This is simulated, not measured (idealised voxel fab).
Documented hereafter: the process module known as voxel transistor to metal.
Cross-sectional view cut (width: 200 nm; square cell size: 5 nm).
Cross-section, as written here: a square-cell grid given band by band from the top down, where a band holds one or more rows of cells.
Look at the band entry: it leads with the top's height and the bottom's height in nm. Then it lists the materials left to right, with a width in nm for each. The word "all across" on a single material says that material fills the band edge to edge. The word "air" is empty space.
All heights in this document are referenced to 0, defined as the level beneath which the wafer, as received, consists entirely of one material. The lowest band is not bounded below; it extends indefinitely downward and is written in the form "0 -> down".
With a width like "30..40", each row of cells in the band differs from the next by the same amount, the top row carrying the first number and the bottom row the second.
You'll sometimes find "identical to before" written for a step, and that's the way of saying that nowhere in the cross-section did a cell change during that step.
The entry "Closed cavities" lists the empty spaces that cover at least 8 cells and have no open path to the top. Each is written as width x height at distance, where the distance is measured from the left edge and all three values are in nm.
Past the settings on a step's line: simulator remark, on that step.
Among the settings permitted on a step's line is "overlay nm"; applied to a step with a mask, it specifies the extent to which the mask lay to the right of its planned position, whereas a negative figure signifies a position to the left.
Steps in the process plan:
| 1 | RECEIVE: material Si |
| 2 | CONFORMAL_DEP: material SiO2, thk nm 5 |
| 3 | CONFORMAL_DEP: material SiN, thk nm 15 |
| 4 | DIRECTIONAL_DEP: material aC, thk nm 10 |
| 5 | PATTERN: tone cover, mask id ACTIVE, material resist, width nm 110, thk nm 30, overlay nm 0 |
| 6 | DIRECTIONAL_ETCH: etch materials aC, depth nm 10 |
| 7 | STRIP: etch materials resist |
| 8 | DIRECTIONAL_ETCH: etch materials SiN, depth nm 15 |
| 9 | DIRECTIONAL_ETCH: etch materials SiO2, depth nm 5 |
| 10 | DIRECTIONAL_ETCH: etch materials Si, depth nm 30 |
| 11 | STRIP: etch materials aC |
| 12 | OXIDIZE: depth nm 5 |
| 13 | FILL_DEP: material SiO2, thk nm 15 |
| 14 | CMP: height nm 20 |
| 15 | SELECTIVE_ETCH: etch materials SiO2, depth nm 10 |
| 16 | STRIP: etch materials SiN |
| 17 | SELECTIVE_ETCH: etch materials SiO2, depth nm 5 |
| 18 | OXIDIZE: depth nm 5 |
| 19 | DIRECTIONAL_DEP: material polySi, thk nm 25 |
| 20 | DIRECTIONAL_DEP: material SiCN, thk nm 10 |
| 21 | MASKED_ETCH: tone cover, mask id GATE, width nm 20, etch materials SiCN, depth nm 20, overlay nm 0 |
| 22 | MASKED_ETCH: tone cover, mask id GATE, width nm 20, etch materials polySi, depth nm 35, overlay nm 0 |
| 23 | CONFORMAL_DEP: material SiO2, thk nm 5 |
| 24 | DIRECTIONAL_ETCH: etch materials SiO2, depth nm 5 |
| 25 | CONFORMAL_DEP: material SiN, thk nm 5 |
| 26 | DIRECTIONAL_ETCH: etch materials SiN, depth nm 5 |
| 27 | DIRECTIONAL_ETCH: etch materials SiO2, depth nm 5 |
| 28 | DIRECTIONAL_ETCH: etch materials Si, depth nm 15 |
| 29 | EPI: material nSi, thk nm 15 |
| 30 | FILL_DEP: material SiO2, thk nm 10 |
| 31 | CMP: height nm 35 |
| 32 | DIRECTIONAL_DEP: material SiO2, thk nm 10 |
| 33 | DIRECTIONAL_DEP: material aC, thk nm 15 |
| 34 | PATTERN: tone open, mask id CONTACT, material resist, width nm 15, pitch nm 75, thk nm 35, overlay nm 0 |
| 35 | DIRECTIONAL_ETCH: etch materials aC, depth nm 15 |
| 36 | STRIP: etch materials resist |
| 37 | DIRECTIONAL_ETCH: etch materials SiO2, depth nm 50 |
| 38 | STRIP: etch materials aC |
| 39 | CONFORMAL_DEP: material TiN, thk nm 5 |
| 40 | FILL_DEP: material Ru, thk nm 10 |
| 41 | CMP: height nm 45 |
| 42 | DIRECTIONAL_DEP: material TiN, thk nm 5 |
| 43 | DIRECTIONAL_DEP: material Ru, thk nm 15 |
| 44 | DIRECTIONAL_DEP: material aC, thk nm 10 |
| 45 | PATTERN: tone cover, mask id METAL_1, material resist, width nm 15, pitch nm 75, thk nm 30, overlay nm 0 |
| 46 | DIRECTIONAL_ETCH: etch materials aC, depth nm 10 |
| 47 | STRIP: etch materials resist |
| 48 | DIRECTIONAL_ETCH: etch materials Ru, depth nm 15 |
| 49 | DIRECTIONAL_ETCH: etch materials TiN, depth nm 5 |
| 50 | STRIP: etch materials aC |
| 51 | FILL_DEP: material SiO2, thk nm 10 |
| 52 | CMP: height nm 65 |
| 53 | CONFORMAL_DEP: material SiCN, thk nm 5 |
| 54 | DIRECTIONAL_DEP: material SiO2, thk nm 30 |
| 55 | DIRECTIONAL_DEP: material aC, thk nm 15 |
| 56 | PATTERN: tone open, mask id METAL_2, material resist, width nm 15, pitch nm 75, thk nm 30, overlay nm 0 |
| 57 | DIRECTIONAL_ETCH: etch materials aC, depth nm 15 |
| 58 | STRIP: etch materials resist |
| 59 | DIRECTIONAL_ETCH: etch materials SiO2, depth nm 20 |
| 60 | STRIP: etch materials aC |
| 61 | PATTERN: tone open, mask id METAL_2_HOLES, material resist, width nm 15, pitch nm 75, thk nm 20, overlay nm 0 |
| 62 | DIRECTIONAL_ETCH: etch materials SiO2, depth nm 10 |
| 63 | DIRECTIONAL_ETCH: etch materials SiCN, depth nm 5 |
| 64 | STRIP: etch materials resist |
| 65 | CONFORMAL_DEP: material TiN, thk nm 5 |
| 66 | FILL_DEP: material Cu, thk nm 5 |
| 67 | CMP: height nm 100 |
| 68 | CONFORMAL_DEP: material SiN, thk nm 5 |
Account of the first of two wafers, which was processed as intended:
As received (post step 1): cross-section:
0 -> down = Si all across
Closed cavities: none
The following cross-section depicts the wafer upon completion of step 2:
5 -> 0 = SiO2 all across
Nothing below the height 0 has changed.
The following cross-section depicts the wafer upon completion of step 3:
20 -> 5 = SiN all across
Nothing below the height 5 has changed.
The following cross-section depicts the wafer upon completion of step 4:
30 -> 20 = aC all across
Nothing below the height 20 has changed.
The following cross-section depicts the wafer upon completion of step 5:
60 -> 30 = air: 45; resist: 110; air: 45
Nothing below the height 30 has changed.
The following cross-section depicts the wafer upon completion of step 6:
50 -> 30 = air: 45; resist: 110; air: 45
30 -> 20 = air: 45; aC: 110; air: 45
Nothing below the height 20 has changed.
The following cross-section depicts the wafer upon completion of step 7:
30 -> 20 = air: 45; aC: 110; air: 45
Nothing below the height 20 has changed.
The following cross-section depicts the wafer upon completion of step 8:
30 -> 20 = air: 45; aC: 110; air: 45
20 -> 5 = air: 45; SiN: 110; air: 45
Nothing below the height 5 has changed.
The following cross-section depicts the wafer upon completion of step 9:
30 -> 20 = air: 45; aC: 110; air: 45
20 -> 5 = air: 45; SiN: 110; air: 45
5 -> 0 = air: 45; SiO2: 110; air: 45
Nothing below the height 0 has changed.
The following cross-section depicts the wafer upon completion of step 10:
30 -> 20 = air: 45; aC: 110; air: 45
20 -> 5 = air: 45; SiN: 110; air: 45
5 -> 0 = air: 45; SiO2: 110; air: 45
0 -> -30 = air: 45; Si: 110; air: 45
Nothing below the height -30 has changed.
The following cross-section depicts the wafer upon completion of step 11:
20 -> 5 = air: 45; SiN: 110; air: 45
Nothing below the height 5 has changed.
The following cross-section depicts the wafer upon completion of step 12:
20 -> 5 = air: 45; SiN: 110; air: 45
5 -> 0 = air: 45; SiO2: 110; air: 45
0 -> -30 = air: 45; SiO2: 5; Si: 100; SiO2: 5; air: 45
-30 -> -35 = SiO2: 50; Si: 100; SiO2: 50
Nothing below the height -35 has changed.
The following cross-section depicts the wafer upon completion of step 13:
35 -> 20 = SiO2 all across
20 -> 5 = SiO2: 45; SiN: 110; SiO2: 45
5 -> 0 = SiO2 all across
0 -> -35 = SiO2: 50; Si: 100; SiO2: 50
Nothing below the height -35 has changed.
The following cross-section depicts the wafer upon completion of step 14:
20 -> 5 = SiO2: 45; SiN: 110; SiO2: 45
Nothing below the height 5 has changed.
The following cross-section depicts the wafer upon completion of step 15:
20 -> 10 = air: 45; SiN: 110; air: 45
Nothing below the height 10 has changed.
The following cross-section depicts the wafer upon completion of step 16:
10 -> 5 = SiO2: 45; air: 110; SiO2: 45
Nothing below the height 5 has changed.
The following cross-section depicts the wafer upon completion of step 17:
5 -> 0 = SiO2: 40; air: 120; SiO2: 40
Nothing below the height 0 has changed.
The following cross-section depicts the wafer upon completion of step 18:
5 -> 0 = SiO2: 40; air: 120; SiO2: 40
0 -> -5 = SiO2 all across
Nothing below the height -5 has changed.
The following cross-section depicts the wafer upon completion of step 19:
30 -> 25 = polySi: 40; air: 120; polySi: 40
25 -> 5 = polySi all across
5 -> 0 = SiO2: 40; polySi: 120; SiO2: 40
Nothing below the height 0 has changed.
The following cross-section depicts the wafer upon completion of step 20:
40 -> 35 = SiCN: 40; air: 120; SiCN: 40
35 -> 30 = SiCN all across
30 -> 25 = polySi: 40; SiCN: 120; polySi: 40
Nothing below the height 25 has changed.
The following cross-section depicts the wafer upon completion of step 21:
35 -> 30 = air: 90; SiCN: 20; air: 90
30 -> 25 = polySi: 40; air: 50; SiCN: 20; air: 50; polySi: 40
Nothing below the height 25 has changed.
The following cross-section depicts the wafer upon completion of step 22:
35 -> 25 = air: 90; SiCN: 20; air: 90
25 -> 5 = air: 90; polySi: 20; air: 90
5 -> 0 = SiO2: 40; air: 50; polySi: 20; air: 50; SiO2: 40
Nothing below the height 0 has changed.
The following cross-section depicts the wafer upon completion of step 23:
40 -> 35 = air: 85; SiO2: 30; air: 85
35 -> 25 = air: 85; SiO2: 5; SiCN: 20; SiO2: 5; air: 85
25 -> 10 = air: 85; SiO2: 5; polySi: 20; SiO2: 5; air: 85
10 -> 5 = SiO2: 45; air: 40; SiO2: 5; polySi: 20; SiO2: 5; air: 40; SiO2: 45
5 -> 0 = SiO2: 90; polySi: 20; SiO2: 90
Nothing below the height 0 has changed.
The following cross-section depicts the wafer upon completion of step 24:
35 -> 25 = air: 85; SiO2: 5; SiCN: 20; SiO2: 5; air: 85
25 -> 5 = air: 85; SiO2: 5; polySi: 20; SiO2: 5; air: 85
5 -> 0 = SiO2: 45; air: 40; SiO2: 5; polySi: 20; SiO2: 5; air: 40; SiO2: 45
Nothing below the height 0 has changed.
The following cross-section depicts the wafer upon completion of step 25:
40 -> 35 = air: 80; SiN: 40; air: 80
35 -> 25 = air: 80; SiN: 5; SiO2: 5; SiCN: 20; SiO2: 5; SiN: 5; air: 80
25 -> 10 = air: 80; SiN: 5; SiO2: 5; polySi: 20; SiO2: 5; SiN: 5; air: 80
10 -> 5 = SiN: 50; air: 30; SiN: 5; SiO2: 5; polySi: 20; SiO2: 5; SiN: 5; air: 30; SiN: 50
5 -> 0 = SiO2: 45; SiN: 40; SiO2: 5; polySi: 20; SiO2: 5; SiN: 40; SiO2: 45
Nothing below the height 0 has changed.
The following cross-section depicts the wafer upon completion of step 26:
35 -> 25 = air: 80; SiN: 5; SiO2: 5; SiCN: 20; SiO2: 5; SiN: 5; air: 80
25 -> 5 = air: 80; SiN: 5; SiO2: 5; polySi: 20; SiO2: 5; SiN: 5; air: 80
5 -> 0 = SiO2: 45; SiN: 5; air: 30; SiN: 5; SiO2: 5; polySi: 20; SiO2: 5; SiN: 5; air: 30; SiN: 5; SiO2: 45
Nothing below the height 0 has changed.
The following cross-section depicts the wafer upon completion of step 27:
35 -> 30 = air: 80; SiN: 5; air: 5; SiCN: 20; air: 5; SiN: 5; air: 80
30 -> 25 = air: 80; SiN: 5; SiO2: 5; SiCN: 20; SiO2: 5; SiN: 5; air: 80
25 -> 5 = air: 80; SiN: 5; SiO2: 5; polySi: 20; SiO2: 5; SiN: 5; air: 80
5 -> 0 = air: 45; SiN: 5; air: 30; SiN: 5; SiO2: 5; polySi: 20; SiO2: 5; SiN: 5; air: 30; SiN: 5; air: 45
0 -> -5 = SiO2: 50; air: 30; SiO2: 40; air: 30; SiO2: 50
Nothing below the height -5 has changed.
The following cross-section depicts the wafer upon completion of step 28:
35 -> 30 = air: 80; SiN: 5; air: 5; SiCN: 20; air: 5; SiN: 5; air: 80
30 -> 25 = air: 80; SiN: 5; SiO2: 5; SiCN: 20; SiO2: 5; SiN: 5; air: 80
25 -> 5 = air: 80; SiN: 5; SiO2: 5; polySi: 20; SiO2: 5; SiN: 5; air: 80
5 -> 0 = air: 45; SiN: 5; air: 30; SiN: 5; SiO2: 5; polySi: 20; SiO2: 5; SiN: 5; air: 30; SiN: 5; air: 45
0 -> -5 = SiO2: 50; air: 30; SiO2: 40; air: 30; SiO2: 50
-5 -> -20 = SiO2: 50; air: 30; Si: 40; air: 30; SiO2: 50
Nothing below the height -20 has changed.
The following cross-section depicts the wafer upon completion of step 29:
35 -> 30 = air: 80; SiN: 5; air: 5; SiCN: 20; air: 5; SiN: 5; air: 80
30 -> 25 = air: 80; SiN: 5; SiO2: 5; SiCN: 20; SiO2: 5; SiN: 5; air: 80
25 -> 10 = air: 80; SiN: 5; SiO2: 5; polySi: 20; SiO2: 5; SiN: 5; air: 80
10 -> 5 = air: 65; nSi: 15; SiN: 5; SiO2: 5; polySi: 20; SiO2: 5; SiN: 5; nSi: 15; air: 65
5 -> 0 = air: 45; SiN: 5; air: 15; nSi: 15; SiN: 5; SiO2: 5; polySi: 20; SiO2: 5; SiN: 5; nSi: 15; air: 15; SiN: 5; air: 45
0 -> -5 = SiO2: 50; air: 15; nSi: 15; SiO2: 40; nSi: 15; air: 15; SiO2: 50
-5 -> -20 = SiO2: 50; nSi: 30; Si: 40; nSi: 30; SiO2: 50
Nothing below the height -20 has changed.
The following cross-section depicts the wafer upon completion of step 30:
45 -> 35 = SiO2 all across
35 -> 25 = SiO2: 80; SiN: 5; SiO2: 5; SiCN: 20; SiO2: 5; SiN: 5; SiO2: 80
25 -> 10 = SiO2: 80; SiN: 5; SiO2: 5; polySi: 20; SiO2: 5; SiN: 5; SiO2: 80
10 -> 5 = SiO2: 65; nSi: 15; SiN: 5; SiO2: 5; polySi: 20; SiO2: 5; SiN: 5; nSi: 15; SiO2: 65
5 -> 0 = SiO2: 45; SiN: 5; SiO2: 15; nSi: 15; SiN: 5; SiO2: 5; polySi: 20; SiO2: 5; SiN: 5; nSi: 15; SiO2: 15; SiN: 5; SiO2: 45
0 -> -5 = SiO2: 65; nSi: 15; SiO2: 40; nSi: 15; SiO2: 65
Nothing below the height -5 has changed.
The following cross-section depicts the wafer upon completion of step 31:
35 -> 25 = SiO2: 80; SiN: 5; SiO2: 5; SiCN: 20; SiO2: 5; SiN: 5; SiO2: 80
Nothing below the height 25 has changed.
The following cross-section depicts the wafer upon completion of step 32:
45 -> 35 = SiO2 all across
Nothing below the height 35 has changed.
The following cross-section depicts the wafer upon completion of step 33:
60 -> 45 = aC all across
Nothing below the height 45 has changed.
The following cross-section depicts the wafer upon completion of step 34:
95 -> 60 = resist: 55; air: 15; resist: 60; air: 15; resist: 55
Nothing below the height 60 has changed.
The following cross-section depicts the wafer upon completion of step 35:
80 -> 60 = resist: 55; air: 15; resist: 60; air: 15; resist: 55
60 -> 45 = aC: 55; air: 15; aC: 60; air: 15; aC: 55
Nothing below the height 45 has changed.
The following cross-section depicts the wafer upon completion of step 36:
60 -> 45 = aC: 55; air: 15; aC: 60; air: 15; aC: 55
Nothing below the height 45 has changed.
The following cross-section depicts the wafer upon completion of step 37:
60 -> 45 = aC: 55; air: 15; aC: 60; air: 15; aC: 55
45 -> 35 = SiO2: 55; air: 15; SiO2: 60; air: 15; SiO2: 55
35 -> 25 = SiO2: 55; air: 15; SiO2: 10; SiN: 5; SiO2: 5; SiCN: 20; SiO2: 5; SiN: 5; SiO2: 10; air: 15; SiO2: 55
25 -> 10 = SiO2: 55; air: 15; SiO2: 10; SiN: 5; SiO2: 5; polySi: 20; SiO2: 5; SiN: 5; SiO2: 10; air: 15; SiO2: 55
10 -> 5 = SiO2: 55; air: 10; nSi: 15; SiN: 5; SiO2: 5; polySi: 20; SiO2: 5; SiN: 5; nSi: 15; air: 10; SiO2: 55
5 -> 0 = SiO2: 45; SiN: 5; SiO2: 5; air: 10; nSi: 15; SiN: 5; SiO2: 5; polySi: 20; SiO2: 5; SiN: 5; nSi: 15; air: 10; SiO2: 5; SiN: 5; SiO2: 45
0 -> -5 = SiO2: 55; air: 10; nSi: 15; SiO2: 40; nSi: 15; air: 10; SiO2: 55
Nothing below the height -5 has changed.
The following cross-section depicts the wafer upon completion of step 38:
45 -> 35 = SiO2: 55; air: 15; SiO2: 60; air: 15; SiO2: 55
Nothing below the height 35 has changed.
The following cross-section depicts the wafer upon completion of step 39:
50 -> 45 = TiN: 60; air: 5; TiN: 70; air: 5; TiN: 60
45 -> 35 = SiO2: 55; TiN: 5; air: 5; TiN: 5; SiO2: 60; TiN: 5; air: 5; TiN: 5; SiO2: 55
35 -> 25 = SiO2: 55; TiN: 5; air: 5; TiN: 5; SiO2: 10; SiN: 5; SiO2: 5; SiCN: 20; SiO2: 5; SiN: 5; SiO2: 10; TiN: 5; air: 5; TiN: 5; SiO2: 55
25 -> 15 = SiO2: 55; TiN: 5; air: 5; TiN: 5; SiO2: 10; SiN: 5; SiO2: 5; polySi: 20; SiO2: 5; SiN: 5; SiO2: 10; TiN: 5; air: 5; TiN: 5; SiO2: 55
15 -> 10 = SiO2: 55; TiN: 15; SiO2: 10; SiN: 5; SiO2: 5; polySi: 20; SiO2: 5; SiN: 5; SiO2: 10; TiN: 15; SiO2: 55
10 -> 5 = SiO2: 55; TiN: 10; nSi: 15; SiN: 5; SiO2: 5; polySi: 20; SiO2: 5; SiN: 5; nSi: 15; TiN: 10; SiO2: 55
5 -> 0 = SiO2: 45; SiN: 5; SiO2: 5; TiN: 10; nSi: 15; SiN: 5; SiO2: 5; polySi: 20; SiO2: 5; SiN: 5; nSi: 15; TiN: 10; SiO2: 5; SiN: 5; SiO2: 45
0 -> -5 = SiO2: 55; TiN: 10; nSi: 15; SiO2: 40; nSi: 15; TiN: 10; SiO2: 55
Nothing below the height -5 has changed.
The following cross-section depicts the wafer upon completion of step 40:
60 -> 50 = Ru all across
50 -> 45 = TiN: 60; Ru: 5; TiN: 70; Ru: 5; TiN: 60
45 -> 35 = SiO2: 55; TiN: 5; Ru: 5; TiN: 5; SiO2: 60; TiN: 5; Ru: 5; TiN: 5; SiO2: 55
35 -> 25 = SiO2: 55; TiN: 5; Ru: 5; TiN: 5; SiO2: 10; SiN: 5; SiO2: 5; SiCN: 20; SiO2: 5; SiN: 5; SiO2: 10; TiN: 5; Ru: 5; TiN: 5; SiO2: 55
25 -> 15 = SiO2: 55; TiN: 5; Ru: 5; TiN: 5; SiO2: 10; SiN: 5; SiO2: 5; polySi: 20; SiO2: 5; SiN: 5; SiO2: 10; TiN: 5; Ru: 5; TiN: 5; SiO2: 55
Nothing below the height 15 has changed.
The following cross-section depicts the wafer upon completion of step 41:
45 -> 35 = SiO2: 55; TiN: 5; Ru: 5; TiN: 5; SiO2: 60; TiN: 5; Ru: 5; TiN: 5; SiO2: 55
Nothing below the height 35 has changed.
The following cross-section depicts the wafer upon completion of step 42:
50 -> 45 = TiN all across
Nothing below the height 45 has changed.
The following cross-section depicts the wafer upon completion of step 43:
65 -> 50 = Ru all across
Nothing below the height 50 has changed.
The following cross-section depicts the wafer upon completion of step 44:
75 -> 65 = aC all across
Nothing below the height 65 has changed.
The following cross-section depicts the wafer upon completion of step 45:
105 -> 75 = air: 55; resist: 15; air: 60; resist: 15; air: 55
Nothing below the height 75 has changed.
The following cross-section depicts the wafer upon completion of step 46:
95 -> 75 = air: 55; resist: 15; air: 60; resist: 15; air: 55
75 -> 65 = air: 55; aC: 15; air: 60; aC: 15; air: 55
Nothing below the height 65 has changed.
The following cross-section depicts the wafer upon completion of step 47:
75 -> 65 = air: 55; aC: 15; air: 60; aC: 15; air: 55
Nothing below the height 65 has changed.
The following cross-section depicts the wafer upon completion of step 48:
75 -> 65 = air: 55; aC: 15; air: 60; aC: 15; air: 55
65 -> 50 = air: 55; Ru: 15; air: 60; Ru: 15; air: 55
Nothing below the height 50 has changed.
The following cross-section depicts the wafer upon completion of step 49:
75 -> 65 = air: 55; aC: 15; air: 60; aC: 15; air: 55
65 -> 50 = air: 55; Ru: 15; air: 60; Ru: 15; air: 55
50 -> 45 = air: 55; TiN: 15; air: 60; TiN: 15; air: 55
Nothing below the height 45 has changed.
The following cross-section depicts the wafer upon completion of step 50:
65 -> 50 = air: 55; Ru: 15; air: 60; Ru: 15; air: 55
Nothing below the height 50 has changed.
The following cross-section depicts the wafer upon completion of step 51:
75 -> 65 = SiO2 all across
65 -> 50 = SiO2: 55; Ru: 15; SiO2: 60; Ru: 15; SiO2: 55
50 -> 45 = SiO2: 55; TiN: 15; SiO2: 60; TiN: 15; SiO2: 55
Nothing below the height 45 has changed.
The following cross-section depicts the wafer upon completion of step 52:
65 -> 50 = SiO2: 55; Ru: 15; SiO2: 60; Ru: 15; SiO2: 55
Nothing below the height 50 has changed.
The following cross-section depicts the wafer upon completion of step 53:
70 -> 65 = SiCN all across
Nothing below the height 65 has changed.
The following cross-section depicts the wafer upon completion of step 54:
100 -> 70 = SiO2 all across
Nothing below the height 70 has changed.
The following cross-section depicts the wafer upon completion of step 55:
115 -> 100 = aC all across
Nothing below the height 100 has changed.
The following cross-section depicts the wafer upon completion of step 56:
145 -> 115 = resist: 55; air: 15; resist: 60; air: 15; resist: 55
Nothing below the height 115 has changed.
The following cross-section depicts the wafer upon completion of step 57:
130 -> 115 = resist: 55; air: 15; resist: 60; air: 15; resist: 55
115 -> 100 = aC: 55; air: 15; aC: 60; air: 15; aC: 55
Nothing below the height 100 has changed.
The following cross-section depicts the wafer upon completion of step 58:
115 -> 100 = aC: 55; air: 15; aC: 60; air: 15; aC: 55
Nothing below the height 100 has changed.
The following cross-section depicts the wafer upon completion of step 59:
115 -> 100 = aC: 55; air: 15; aC: 60; air: 15; aC: 55
100 -> 80 = SiO2: 55; air: 15; SiO2: 60; air: 15; SiO2: 55
Nothing below the height 80 has changed.
The following cross-section depicts the wafer upon completion of step 60:
100 -> 80 = SiO2: 55; air: 15; SiO2: 60; air: 15; SiO2: 55
Nothing below the height 80 has changed.
The following cross-section depicts the wafer upon completion of step 61:
120 -> 100 = resist: 55; air: 15; resist: 60; air: 15; resist: 55
Nothing below the height 100 has changed.
The following cross-section depicts the wafer upon completion of step 62:
120 -> 100 = resist: 55; air: 15; resist: 60; air: 15; resist: 55
100 -> 70 = SiO2: 55; air: 15; SiO2: 60; air: 15; SiO2: 55
Nothing below the height 70 has changed.
The following cross-section depicts the wafer upon completion of step 63:
120 -> 100 = resist: 55; air: 15; resist: 60; air: 15; resist: 55
100 -> 70 = SiO2: 55; air: 15; SiO2: 60; air: 15; SiO2: 55
70 -> 65 = SiCN: 55; air: 15; SiCN: 60; air: 15; SiCN: 55
Nothing below the height 65 has changed.
The following cross-section depicts the wafer upon completion of step 64:
100 -> 70 = SiO2: 55; air: 15; SiO2: 60; air: 15; SiO2: 55
Nothing below the height 70 has changed.
The following cross-section depicts the wafer upon completion of step 65:
105 -> 100 = TiN: 60; air: 5; TiN: 70; air: 5; TiN: 60
100 -> 70 = SiO2: 55; TiN: 5; air: 5; TiN: 5; SiO2: 60; TiN: 5; air: 5; TiN: 5; SiO2: 55
70 -> 65 = SiCN: 55; TiN: 15; SiCN: 60; TiN: 15; SiCN: 55
Nothing below the height 65 has changed.
The following cross-section depicts the wafer upon completion of step 66:
110 -> 105 = Cu all across
105 -> 100 = TiN: 60; Cu: 5; TiN: 70; Cu: 5; TiN: 60
100 -> 70 = SiO2: 55; TiN: 5; Cu: 5; TiN: 5; SiO2: 60; TiN: 5; Cu: 5; TiN: 5; SiO2: 55
Nothing below the height 70 has changed.
The following cross-section depicts the wafer upon completion of step 67:
100 -> 70 = SiO2: 55; TiN: 5; Cu: 5; TiN: 5; SiO2: 60; TiN: 5; Cu: 5; TiN: 5; SiO2: 55
Nothing below the height 70 has changed.
The following cross-section depicts the wafer upon completion of step 68:
105 -> 100 = SiN all across
Nothing below the height 100 has changed.
Second wafer: like start, like plan, one mistake. Through step 41 it matches the first wafer:
Second wafer, cut view, end of step 42 per plan:
60 -> 45 = Ru all across
Nothing below the height 45 has changed.
Second wafer, cut view, end of step 43 per plan:
65 -> 60 = TiN all across
Nothing below the height 60 has changed.
Second wafer, cut view, end of step 44 per plan:
75 -> 65 = aC all across
Nothing below the height 65 has changed.
Second wafer, cut view, end of step 45 per plan:
105 -> 75 = air: 55; resist: 15; air: 60; resist: 15; air: 55
Nothing below the height 75 has changed.
Second wafer, cut view, end of step 46 per plan:
95 -> 75 = air: 55; resist: 15; air: 60; resist: 15; air: 55
75 -> 65 = air: 55; aC: 15; air: 60; aC: 15; air: 55
Nothing below the height 65 has changed.
Second wafer, cut view, end of step 47 per plan:
75 -> 65 = air: 55; aC: 15; air: 60; aC: 15; air: 55
Nothing below the height 65 has changed.
Second wafer, cut view, end of step 48 per plan: identical to before
Second wafer, cut view, end of step 49 per plan:
75 -> 65 = air: 55; aC: 15; air: 60; aC: 15; air: 55
65 -> 60 = air: 55; TiN: 15; air: 60; TiN: 15; air: 55
Nothing below the height 60 has changed.
Second wafer, cut view, end of step 50 per plan:
65 -> 60 = air: 55; TiN: 15; air: 60; TiN: 15; air: 55
Nothing below the height 60 has changed.
Second wafer, cut view, end of step 51 per plan:
75 -> 65 = SiO2 all across
65 -> 60 = SiO2: 55; TiN: 15; SiO2: 60; TiN: 15; SiO2: 55
Nothing below the height 60 has changed.
Second wafer, cut view, end of step 52 per plan:
65 -> 60 = SiO2: 55; TiN: 15; SiO2: 60; TiN: 15; SiO2: 55
Nothing below the height 60 has changed.
Second wafer, cut view, end of step 53 per plan:
70 -> 65 = SiCN all across
Nothing below the height 65 has changed.
Second wafer, cut view, end of step 54 per plan:
100 -> 70 = SiO2 all across
Nothing below the height 70 has changed.
Second wafer, cut view, end of step 55 per plan:
115 -> 100 = aC all across
Nothing below the height 100 has changed.
Second wafer, cut view, end of step 56 per plan:
145 -> 115 = resist: 55; air: 15; resist: 60; air: 15; resist: 55
Nothing below the height 115 has changed.
Second wafer, cut view, end of step 57 per plan:
130 -> 115 = resist: 55; air: 15; resist: 60; air: 15; resist: 55
115 -> 100 = aC: 55; air: 15; aC: 60; air: 15; aC: 55
Nothing below the height 100 has changed.
Second wafer, cut view, end of step 58 per plan:
115 -> 100 = aC: 55; air: 15; aC: 60; air: 15; aC: 55
Nothing below the height 100 has changed.
Second wafer, cut view, end of step 59 per plan:
115 -> 100 = aC: 55; air: 15; aC: 60; air: 15; aC: 55
100 -> 80 = SiO2: 55; air: 15; SiO2: 60; air: 15; SiO2: 55
Nothing below the height 80 has changed.
Second wafer, cut view, end of step 60 per plan:
100 -> 80 = SiO2: 55; air: 15; SiO2: 60; air: 15; SiO2: 55
Nothing below the height 80 has changed.
Second wafer, cut view, end of step 61 per plan:
120 -> 100 = resist: 55; air: 15; resist: 60; air: 15; resist: 55
Nothing below the height 100 has changed.
Second wafer, cut view, end of step 62 per plan:
120 -> 100 = resist: 55; air: 15; resist: 60; air: 15; resist: 55
100 -> 70 = SiO2: 55; air: 15; SiO2: 60; air: 15; SiO2: 55
Nothing below the height 70 has changed.
Second wafer, cut view, end of step 63 per plan:
120 -> 100 = resist: 55; air: 15; resist: 60; air: 15; resist: 55
100 -> 70 = SiO2: 55; air: 15; SiO2: 60; air: 15; SiO2: 55
70 -> 65 = SiCN: 55; air: 15; SiCN: 60; air: 15; SiCN: 55
Nothing below the height 65 has changed.
Second wafer, cut view, end of step 64 per plan:
100 -> 70 = SiO2: 55; air: 15; SiO2: 60; air: 15; SiO2: 55
Nothing below the height 70 has changed.
Second wafer, cut view, end of step 65 per plan:
105 -> 100 = TiN: 60; air: 5; TiN: 70; air: 5; TiN: 60
100 -> 70 = SiO2: 55; TiN: 5; air: 5; TiN: 5; SiO2: 60; TiN: 5; air: 5; TiN: 5; SiO2: 55
70 -> 65 = SiCN: 55; TiN: 15; SiCN: 60; TiN: 15; SiCN: 55
Nothing below the height 65 has changed.
Second wafer, cut view, end of step 66 per plan:
110 -> 105 = Cu all across
105 -> 100 = TiN: 60; Cu: 5; TiN: 70; Cu: 5; TiN: 60
100 -> 70 = SiO2: 55; TiN: 5; Cu: 5; TiN: 5; SiO2: 60; TiN: 5; Cu: 5; TiN: 5; SiO2: 55
Nothing below the height 70 has changed.
Second wafer, cut view, end of step 67 per plan:
100 -> 70 = SiO2: 55; TiN: 5; Cu: 5; TiN: 5; SiO2: 60; TiN: 5; Cu: 5; TiN: 5; SiO2: 55
Nothing below the height 70 has changed.
Second wafer, cut view, end of step 68 per plan:
105 -> 100 = SiN all across
Nothing below the height 100 has changed.
Want to know what went wrong? sequence error: steps 42 and 43 interchanged
Wafer comparison, final, in cells, second relative to first, materials more or fewer: 102 more of Ru, 102 fewer of SiO2
